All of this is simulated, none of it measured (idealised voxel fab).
Title: Process Module voxel wiring stack
Shown is cross-section cut, with a width of 190 nm and square cells of size 5 nm.
Cross-section format: a grid of square cells, given as bands from top to bottom; each band is one or more rows of cells. In this notation a band is specified by the heights of its top and bottom, in that order and in nm, after which its materials appear from left to right, each paired with its width in nm. The word "throughout" attached to a single material means that material fills the band from edge to edge; the word "empty" stands for empty space. Below 0: as-received wafer, all one material; heights counted from there. Lowest band: no bottom, goes on down, written "0..down". So if you see something like "30 to 40" for the width, read it as the top row of the band sitting at the first number and the bottom row at the second, with every row in between moving by the same amount as the last. Basically "nothing changed" means that step didn't change any cell in the cross-section. You'll see "Fully sealed voids" listing empty spaces that have no way open to the top, as long as they're 8 cells or more; the notation is width x height at distance, where the distance is from the left edge, and all of it is in nm. Past the settings on a step's line: simulator remark, on that step. overlay nm: on a step with a mask, how far right of its planned place the mask lay; negative means left.
-- plan
1,RECEIVE, material Si
2,CONFORMAL_DEP, material SiO2, thk nm 10
3,CONFORMAL_DEP, material SiCN, thk nm 5
4,DIRECTIONAL_DEP, material SiO2, thk nm 20
5,DIRECTIONAL_DEP, material aC, thk nm 10
6,PATTERN, tone open, mask id METAL_1, material resist, width nm 20, pitch nm 40, thk nm 30, overlay nm 0
7,DIRECTIONAL_ETCH, etch materials aC, depth nm 10
8,STRIP, etch materials resist
9,DIRECTIONAL_ETCH, etch materials SiO2, depth nm 20
10,DIRECTIONAL_ETCH, etch materials SiCN, depth nm 5
11,STRIP, etch materials aC
12,CONFORMAL_DEP, material TiN, thk nm 5
13,FILL_DEP, material Cu, thk nm 5
14,CMP, height nm 35
15,CONFORMAL_DEP, material SiCN, thk nm 5
16,DIRECTIONAL_DEP, material SiO2, thk nm 30
17,DIRECTIONAL_DEP, material aC, thk nm 10
18,PATTERN, tone open, mask id METAL_2, material resist, width nm 20, pitch nm 40, thk nm 30, overlay nm 0
19,DIRECTIONAL_ETCH, etch materials aC, depth nm 10
20,STRIP, etch materials resist
21,DIRECTIONAL_ETCH, etch materials SiO2, depth nm 15
22,STRIP, etch materials aC
23,PATTERN, tone open, mask id METAL_2_HOLES, material resist, width nm 15, pitch nm 80, thk nm 20, overlay nm 0
24,DIRECTIONAL_ETCH, etch materials SiO2, depth nm 15
25,DIRECTIONAL_ETCH, etch materials SiCN, depth nm 5
26,STRIP, etch materials resist
27,CONFORMAL_DEP, material TiN, thk nm 5
28,FILL_DEP, material Ru, thk nm 10
29,CMP, height nm 70
30,CONFORMAL_DEP, material SiN, thk nm 5
-- The first of two wafers, run as planned
-- Cross-section of the incoming wafer, state after step 1
    0..down: Si throughout
    Fully sealed voids: none
-- Cross-section of the wafer after step 2
    10..0: SiO2 throughout
    Below 0, the layers are the same as they were.
-- Cross-section of the wafer after step 3
    15..10: SiCN throughout
    Below 10, the layers are the same as they were.
-- Cross-section of the wafer after step 4
    35..15: SiO2 throughout
    Below 15, the layers are the same as they were.
-- Cross-section of the wafer after step 5
    45..35: aC throughout
    Below 35, the layers are the same as they were.
-- Cross-section of the wafer after step 6
    75..45: resist=25; empty=20; resist=20; empty=20; resist=20; empty=20; resist=20; empty=20; resist=25
    Below 45, the layers are the same as they were.
-- Cross-section of the wafer after step 7
    65..45: resist=25; empty=20; resist=20; empty=20; resist=20; empty=20; resist=20; empty=20; resist=25
    45..35: aC=25; empty=20; aC=20; empty=20; aC=20; empty=20; aC=20; empty=20; aC=25
    Below 35, the layers are the same as they were.
-- Cross-section of the wafer after step 8
    45..35: aC=25; empty=20; aC=20; empty=20; aC=20; empty=20; aC=20; empty=20; aC=25
    Below 35, the layers are the same as they were.
-- Cross-section of the wafer after step 9
    45..35: aC=25; empty=20; aC=20; empty=20; aC=20; empty=20; aC=20; empty=20; aC=25
    35..15: SiO2=25; empty=20; SiO2=20; empty=20; SiO2=20; empty=20; SiO2=20; empty=20; SiO2=25
    Below 15, the layers are the same as they were.
-- Cross-section of the wafer after step 10
    45..35: aC=25; empty=20; aC=20; empty=20; aC=20; empty=20; aC=20; empty=20; aC=25
    35..15: SiO2=25; empty=20; SiO2=20; empty=20; SiO2=20; empty=20; SiO2=20; empty=20; SiO2=25
    15..10: SiCN=25; empty=20; SiCN=20; empty=20; SiCN=20; empty=20; SiCN=20; empty=20; SiCN=25
    Below 10, the layers are the same as they were.
-- Cross-section of the wafer after step 11
    35..15: SiO2=25; empty=20; SiO2=20; empty=20; SiO2=20; empty=20; SiO2=20; empty=20; SiO2=25
    Below 15, the layers are the same as they were.
-- Cross-section of the wafer after step 12
    40..35: TiN=30; empty=10; TiN=30; empty=10; TiN=30; empty=10; TiN=30; empty=10; TiN=30
    35..15: SiO2=25; TiN=5; empty=10; TiN=5; SiO2=20; TiN=5; empty=10; TiN=5; SiO2=20; TiN=5; empty=10; TiN=5; SiO2=20; TiN=5; empty=10; TiN=5; SiO2=25
    15..10: SiCN=25; TiN=20; SiCN=20; TiN=20; SiCN=20; TiN=20; SiCN=20; TiN=20; SiCN=25
    Below 10, the layers are the same as they were.
-- Cross-section of the wafer after step 13
    45..40: Cu throughout
    40..35: TiN=30; Cu=10; TiN=30; Cu=10; TiN=30; Cu=10; TiN=30; Cu=10; TiN=30
    35..15: SiO2=25; TiN=5; Cu=10; TiN=5; SiO2=20; TiN=5; Cu=10; TiN=5; SiO2=20; TiN=5; Cu=10; TiN=5; SiO2=20; TiN=5; Cu=10; TiN=5; SiO2=25
    Below 15, the layers are the same as they were.
-- Cross-section of the wafer after step 14
    35..15: SiO2=25; TiN=5; Cu=10; TiN=5; SiO2=20; TiN=5; Cu=10; TiN=5; SiO2=20; TiN=5; Cu=10; TiN=5; SiO2=20; TiN=5; Cu=10; TiN=5; SiO2=25
    Below 15, the layers are the same as they were.
-- Cross-section of the wafer after step 15
    40..35: SiCN throughout
    Below 35, the layers are the same as they were.
-- Cross-section of the wafer after step 16
    70..40: SiO2 throughout
    Below 40, the layers are the same as they were.
-- Cross-section of the wafer after step 17
    80..70: aC throughout
    Below 70, the layers are the same as they were.
-- Cross-section of the wafer after step 18
    110..80: resist=25; empty=20; resist=20; empty=20; resist=20; empty=20; resist=20; empty=20; resist=25
    Below 80, the layers are the same as they were.
-- Cross-section of the wafer after step 19
    100..80: resist=25; empty=20; resist=20; empty=20; resist=20; empty=20; resist=20; empty=20; resist=25
    80..70: aC=25; empty=20; aC=20; empty=20; aC=20; empty=20; aC=20; empty=20; aC=25
    Below 70, the layers are the same as they were.
-- Cross-section of the wafer after step 20
    80..70: aC=25; empty=20; aC=20; empty=20; aC=20; empty=20; aC=20; empty=20; aC=25
    Below 70, the layers are the same as they were.
-- Cross-section of the wafer after step 21
    80..70: aC=25; empty=20; aC=20; empty=20; aC=20; empty=20; aC=20; empty=20; aC=25
    70..55: SiO2=25; empty=20; SiO2=20; empty=20; SiO2=20; empty=20; SiO2=20; empty=20; SiO2=25
    Below 55, the layers are the same as they were.
-- Cross-section of the wafer after step 22
    70..55: SiO2=25; empty=20; SiO2=20; empty=20; SiO2=20; empty=20; SiO2=20; empty=20; SiO2=25
    Below 55, the layers are the same as they were.
-- Cross-section of the wafer after step 23
    90..70: resist=25; empty=15; resist=65; empty=15; resist=70
    70..55: SiO2=25; empty=15; resist=5; SiO2=20; resist=20; SiO2=20; empty=15; resist=5; SiO2=20; resist=20; SiO2=25
    Below 55, the layers are the same as they were.
-- Cross-section of the wafer after step 24
    90..70: resist=25; empty=15; resist=65; empty=15; resist=70
    70..55: SiO2=25; empty=15; resist=5; SiO2=20; resist=20; SiO2=20; empty=15; resist=5; SiO2=20; resist=20; SiO2=25
    55..40: SiO2=25; empty=15; SiO2=65; empty=15; SiO2=70
    Below 40, the layers are the same as they were.
-- Cross-section of the wafer after step 25
    90..70: resist=25; empty=15; resist=65; empty=15; resist=70
    70..55: SiO2=25; empty=15; resist=5; SiO2=20; resist=20; SiO2=20; empty=15; resist=5; SiO2=20; resist=20; SiO2=25
    55..40: SiO2=25; empty=15; SiO2=65; empty=15; SiO2=70
    40..35: SiCN=25; empty=15; SiCN=65; empty=15; SiCN=70
    Below 35, the layers are the same as they were.
-- Cross-section of the wafer after step 26
    70..55: SiO2=25; empty=20; SiO2=20; empty=20; SiO2=20; empty=20; SiO2=20; empty=20; SiO2=25
    Below 55, the layers are the same as they were.
-- Cross-section of the wafer after step 27
    75..70: TiN=30; empty=10; TiN=30; empty=10; TiN=30; empty=10; TiN=30; empty=10; TiN=30
    70..60: SiO2=25; TiN=5; empty=10; TiN=5; SiO2=20; TiN=5; empty=10; TiN=5; SiO2=20; TiN=5; empty=10; TiN=5; SiO2=20; TiN=5; empty=10; TiN=5; SiO2=25
    60..55: SiO2=25; TiN=5; empty=5; TiN=10; SiO2=20; TiN=20; SiO2=20; TiN=5; empty=5; TiN=10; SiO2=20; TiN=20; SiO2=25
    55..40: SiO2=25; TiN=5; empty=5; TiN=5; SiO2=65; TiN=5; empty=5; TiN=5; SiO2=70
    40..35: SiCN=25; TiN=15; SiCN=65; TiN=15; SiCN=70
    Below 35, the layers are the same as they were.
-- Cross-section of the wafer after step 28
    85..75: Ru throughout
    75..70: TiN=30; Ru=10; TiN=30; Ru=10; TiN=30; Ru=10; TiN=30; Ru=10; TiN=30
    70..60: SiO2=25; TiN=5; Ru=10; TiN=5; SiO2=20; TiN=5; Ru=10; TiN=5; SiO2=20; TiN=5; Ru=10; TiN=5; SiO2=20; TiN=5; Ru=10; TiN=5; SiO2=25
    60..55: SiO2=25; TiN=5; Ru=5; TiN=10; SiO2=20; TiN=20; SiO2=20; TiN=5; Ru=5; TiN=10; SiO2=20; TiN=20; SiO2=25
    55..40: SiO2=25; TiN=5; Ru=5; TiN=5; SiO2=65; TiN=5; Ru=5; TiN=5; SiO2=70
    Below 40, the layers are the same as they were.
-- Cross-section of the wafer after step 29
    70..60: SiO2=25; TiN=5; Ru=10; TiN=5; SiO2=20; TiN=5; Ru=10; TiN=5; SiO2=20; TiN=5; Ru=10; TiN=5; SiO2=20; TiN=5; Ru=10; TiN=5; SiO2=25
    Below 60, the layers are the same as they were.
-- Cross-section of the wafer after step 30
    75..70: SiN throughout
    Below 70, the layers are the same as they were.
-- Okay, second wafer. Nothing different at the start, nothing different in the plan, just one mistake somewhere in the running. As far as step 5, counting that step, it's the first wafer all over again
-- What the second wafer looks like in cross-section when step 6 should have wrapped up
    75..45: resist=25; empty=25; resist=15; empty=25; resist=15; empty=25; resist=15; empty=25; resist=20
    Below 45, the layers are the same as they were.
-- What the second wafer looks like in cross-section when step 7 should have wrapped up
    65..45: resist=25; empty=25; resist=15; empty=25; resist=15; empty=25; resist=15; empty=25; resist=20
    45..35: aC=25; empty=25; aC=15; empty=25; aC=15; empty=25; aC=15; empty=25; aC=20
    Below 35, the layers are the same as they were.
-- What the second wafer looks like in cross-section when step 8 should have wrapped up
    45..35: aC=25; empty=25; aC=15; empty=25; aC=15; empty=25; aC=15; empty=25; aC=20
    Below 35, the layers are the same as they were.
-- What the second wafer looks like in cross-section when step 9 should have wrapped up
    45..35: aC=25; empty=25; aC=15; empty=25; aC=15; empty=25; aC=15; empty=25; aC=20
    35..15: SiO2=25; empty=25; SiO2=15; empty=25; SiO2=15; empty=25; SiO2=15; empty=25; SiO2=20
    Below 15, the layers are the same as they were.
-- What the second wafer looks like in cross-section when step 10 should have wrapped up
    45..35: aC=25; empty=25; aC=15; empty=25; aC=15; empty=25; aC=15; empty=25; aC=20
    35..15: SiO2=25; empty=25; SiO2=15; empty=25; SiO2=15; empty=25; SiO2=15; empty=25; SiO2=20
    15..10: SiCN=25; empty=25; SiCN=15; empty=25; SiCN=15; empty=25; SiCN=15; empty=25; SiCN=20
    Below 10, the layers are the same as they were.
-- What the second wafer looks like in cross-section when step 11 should have wrapped up
    35..15: SiO2=25; empty=25; SiO2=15; empty=25; SiO2=15; empty=25; SiO2=15; empty=25; SiO2=20
    Below 15, the layers are the same as they were.
-- What the second wafer looks like in cross-section when step 12 should have wrapped up
    40..35: TiN=30; empty=15; TiN=25; empty=15; TiN=25; empty=15; TiN=25; empty=15; TiN=25
    35..15: SiO2=25; TiN=5; empty=15; TiN=5; SiO2=15; TiN=5; empty=15; TiN=5; SiO2=15; TiN=5; empty=15; TiN=5; SiO2=15; TiN=5; empty=15; TiN=5; SiO2=20
    15..10: SiCN=25; TiN=25; SiCN=15; TiN=25; SiCN=15; TiN=25; SiCN=15; TiN=25; SiCN=20
    Below 10, the layers are the same as they were.
-- What the second wafer looks like in cross-section when step 13 should have wrapped up
    45..40: Cu throughout
    40..35: TiN=30; Cu=15; TiN=25; Cu=15; TiN=25; Cu=15; TiN=25; Cu=15; TiN=25
    35..15: SiO2=25; TiN=5; Cu=15; TiN=5; SiO2=15; TiN=5; Cu=15; TiN=5; SiO2=15; TiN=5; Cu=15; TiN=5; SiO2=15; TiN=5; Cu=15; TiN=5; SiO2=20
    Below 15, the layers are the same as they were.
-- What the second wafer looks like in cross-section when step 14 should have wrapped up
    35..15: SiO2=25; TiN=5; Cu=15; TiN=5; SiO2=15; TiN=5; Cu=15; TiN=5; SiO2=15; TiN=5; Cu=15; TiN=5; SiO2=15; TiN=5; Cu=15; TiN=5; SiO2=20
    Below 15, the layers are the same as they were.
-- What the second wafer looks like in cross-section when step 15 should have wrapped up
    40..35: SiCN throughout
    Below 35, the layers are the same as they were.
-- What the second wafer looks like in cross-section when step 16 should have wrapped up
    70..40: SiO2 throughout
    Below 40, the layers are the same as they were.
-- What the second wafer looks like in cross-section when step 17 should have wrapped up
    80..70: aC throughout
    Below 70, the layers are the same as they were.
-- What the second wafer looks like in cross-section when step 18 should have wrapped up
    110..80: resist=25; empty=20; resist=20; empty=20; resist=20; empty=20; resist=20; empty=20; resist=25
    Below 80, the layers are the same as they were.
-- What the second wafer looks like in cross-section when step 19 should have wrapped up
    100..80: resist=25; empty=20; resist=20; empty=20; resist=20; empty=20; resist=20; empty=20; resist=25
    80..70: aC=25; empty=20; aC=20; empty=20; aC=20; empty=20; aC=20; empty=20; aC=25
    Below 70, the layers are the same as they were.
-- What the second wafer looks like in cross-section when step 20 should have wrapped up
    80..70: aC=25; empty=20; aC=20; empty=20; aC=20; empty=20; aC=20; empty=20; aC=25
    Below 70, the layers are the same as they were.
-- What the second wafer looks like in cross-section when step 21 should have wrapped up
    80..70: aC=25; empty=20; aC=20; empty=20; aC=20; empty=20; aC=20; empty=20; aC=25
    70..55: SiO2=25; empty=20; SiO2=20; empty=20; SiO2=20; empty=20; SiO2=20; empty=20; SiO2=25
    Below 55, the layers are the same as they were.
-- What the second wafer looks like in cross-section when step 22 should have wrapped up
    70..55: SiO2=25; empty=20; SiO2=20; empty=20; SiO2=20; empty=20; SiO2=20; empty=20; SiO2=25
    Below 55, the layers are the same as they were.
-- What the second wafer looks like in cross-section when step 23 should have wrapped up
    90..70: resist=25; empty=15; resist=65; empty=15; resist=70
    70..55: SiO2=25; empty=15; resist=5; SiO2=20; resist=20; SiO2=20; empty=15; resist=5; SiO2=20; resist=20; SiO2=25
    Below 55, the layers are the same as they were.
-- What the second wafer looks like in cross-section when step 24 should have wrapped up
    90..70: resist=25; empty=15; resist=65; empty=15; resist=70
    70..55: SiO2=25; empty=15; resist=5; SiO2=20; resist=20; SiO2=20; empty=15; resist=5; SiO2=20; resist=20; SiO2=25
    55..40: SiO2=25; empty=15; SiO2=65; empty=15; SiO2=70
    Below 40, the layers are the same as they were.
-- What the second wafer looks like in cross-section when step 25 should have wrapped up
    90..70: resist=25; empty=15; resist=65; empty=15; resist=70
    70..55: SiO2=25; empty=15; resist=5; SiO2=20; resist=20; SiO2=20; empty=15; resist=5; SiO2=20; resist=20; SiO2=25
    55..40: SiO2=25; empty=15; SiO2=65; empty=15; SiO2=70
    40..35: SiCN=25; empty=15; SiCN=65; empty=15; SiCN=70
    Below 35, the layers are the same as they were.
-- What the second wafer looks like in cross-section when step 26 should have wrapped up
    70..55: SiO2=25; empty=20; SiO2=20; empty=20; SiO2=20; empty=20; SiO2=20; empty=20; SiO2=25
    Below 55, the layers are the same as they were.
-- What the second wafer looks like in cross-section when step 27 should have wrapped up
    75..70: TiN=30; empty=10; TiN=30; empty=10; TiN=30; empty=10; TiN=30; empty=10; TiN=30
    70..60: SiO2=25; TiN=5; empty=10; TiN=5; SiO2=20; TiN=5; empty=10; TiN=5; SiO2=20; TiN=5; empty=10; TiN=5; SiO2=20; TiN=5; empty=10; TiN=5; SiO2=25
    60..55: SiO2=25; TiN=5; empty=5; TiN=10; SiO2=20; TiN=20; SiO2=20; TiN=5; empty=5; TiN=10; SiO2=20; TiN=20; SiO2=25
    55..40: SiO2=25; TiN=5; empty=5; TiN=5; SiO2=65; TiN=5; empty=5; TiN=5; SiO2=70
    40..35: SiCN=25; TiN=15; SiCN=65; TiN=15; SiCN=70
    Below 35, the layers are the same as they were.
-- What the second wafer looks like in cross-section when step 28 should have wrapped up
    85..75: Ru throughout
    75..70: TiN=30; Ru=10; TiN=30; Ru=10; TiN=30; Ru=10; TiN=30; Ru=10; TiN=30
    70..60: SiO2=25; TiN=5; Ru=10; TiN=5; SiO2=20; TiN=5; Ru=10; TiN=5; SiO2=20; TiN=5; Ru=10; TiN=5; SiO2=20; TiN=5; Ru=10; TiN=5; SiO2=25
    60..55: SiO2=25; TiN=5; Ru=5; TiN=10; SiO2=20; TiN=20; SiO2=20; TiN=5; Ru=5; TiN=10; SiO2=20; TiN=20; SiO2=25
    55..40: SiO2=25; TiN=5; Ru=5; TiN=5; SiO2=65; TiN=5; Ru=5; TiN=5; SiO2=70
    Below 40, the layers are the same as they were.
-- What the second wafer looks like in cross-section when step 29 should have wrapped up
    70..60: SiO2=25; TiN=5; Ru=10; TiN=5; SiO2=20; TiN=5; Ru=10; TiN=5; SiO2=20; TiN=5; Ru=10; TiN=5; SiO2=20; TiN=5; Ru=10; TiN=5; SiO2=25
    Below 60, the layers are the same as they were.
-- What the second wafer looks like in cross-section when step 30 should have wrapped up
    75..70: SiN throughout
    Below 70, the layers are the same as they were.
Plan not followed: step 6 was processed under conditions differing from the plan, specifically as PATTERN, tone open, mask id METAL_1, material resist, width nm 25, pitch nm 40, thk nm 30, overlay nm 0
Final difference in cells, second wafer against first, listed per material as more or fewer: Cu +16; SiCN -4; SiO2 -16; TiN +4
